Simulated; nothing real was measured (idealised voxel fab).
Proc. module: voxel ribs on slabs
Displayed cross-section: cut, width of 240 nm, square cells sized 5 nm.
Bands, listed from the top down, are how a cross-section gets written in this document; the cross-section itself is a grid of square cells, and a band is one or more rows of them. A band entry consists of two parts. The first gives the height of the band's top and the height of its bottom, in nm. The rest lists the band's materials from left to right, each with its width in nm. A single material labelled with the word "all across" fills the band from edge to edge, and the word "blank" marks empty space. Below 0: as-received wafer, all one material; heights counted from there. Lowest band: no bottom, goes on down, written "0 -> down". Top row gets the first number, bottom row gets the second, and each row in between changes by the same step: that is how a band width like "30 to 40" works. Key: "all unchanged" - step with no changed cell in the cross-section. What "Closed void entries" gives you is every empty space of 8 cells or more that is cut off from the top. Each appears as width x height at distance, with the distance taken from the left edge and width, height and distance all in nm. Formally, on a step line, whatever follows the settings is a remark that the simulator itself makes on the step. overlay nm: for a step with a mask, the amount by which the mask lay right of where it was planned; a negative amount means left of it.

**List of planned process steps**
1) op RECEIVE | material Si
2) op DIRECTIONAL_DEP | material SiO2 | thk nm 30
3) op DIRECTIONAL_DEP | material SiN | thk nm 25
4) op DIRECTIONAL_DEP | material aC | thk nm 10
5) op PATTERN | tone cover | mask id RIB | material resist | width nm 15 | thk nm 25 | overlay nm 0
6) op DIRECTIONAL_ETCH | etch materials aC | depth nm 10
7) op STRIP | etch materials resist
8) op DIRECTIONAL_ETCH | etch materials SiN | depth nm 15
9) op STRIP | etch materials aC
10) op DIRECTIONAL_DEP | material aC | thk nm 15
11) op PATTERN | tone cover | mask id SLAB | material resist | width nm 45 | thk nm 35 | overlay nm 0
12) op DIRECTIONAL_ETCH | etch materials aC | depth nm 15
13) op STRIP | etch materials resist
14) op DIRECTIONAL_ETCH | etch materials SiN | depth nm 10
15) op STRIP | etch materials aC
16) op FILL_DEP | material SiO2 | thk nm 20
17) op CMP | height nm 65
18) op DIRECTIONAL_DEP | material W | thk nm 10
19) op DIRECTIONAL_DEP | material aC | thk nm 15
20) op PATTERN | tone cover | mask id HEATER | material resist | width nm 25 | thk nm 30 | overlay nm 0
21) op DIRECTIONAL_ETCH | etch materials aC | depth nm 15
22) op STRIP | etch materials resist
23) op DIRECTIONAL_ETCH | etch materials W | depth nm 10
24) op STRIP | etch materials aC
25) op CONFORMAL_DEP | material SiN | thk nm 5

**As-received state of the wafer in cross-section, equivalent to post-step 1**
	0 -> down: Si all across
	Closed void entries: none

**Look at the cross-section after the module: the wafer started out the way shown above and the plan was the one shown above, yet one mistake was made along the way**
	80 -> 75: 100 of blank; 35 of SiN; 105 of blank
	75 -> 70: 100 of blank; 5 of SiN; 25 of W; 5 of SiN; 105 of blank
	70 -> 65: 105 of SiN; 25 of W; 110 of SiN
	65 -> 55: W all across
	55 -> 30: SiN all across
	30 -> 0: SiO2 all across
	0 -> down: Si all across
	Closed void entries: none
Deviation noted in wafer processing: planned and actual differ for step 4; actual: op DIRECTIONAL_DEP | material W | thk nm 10
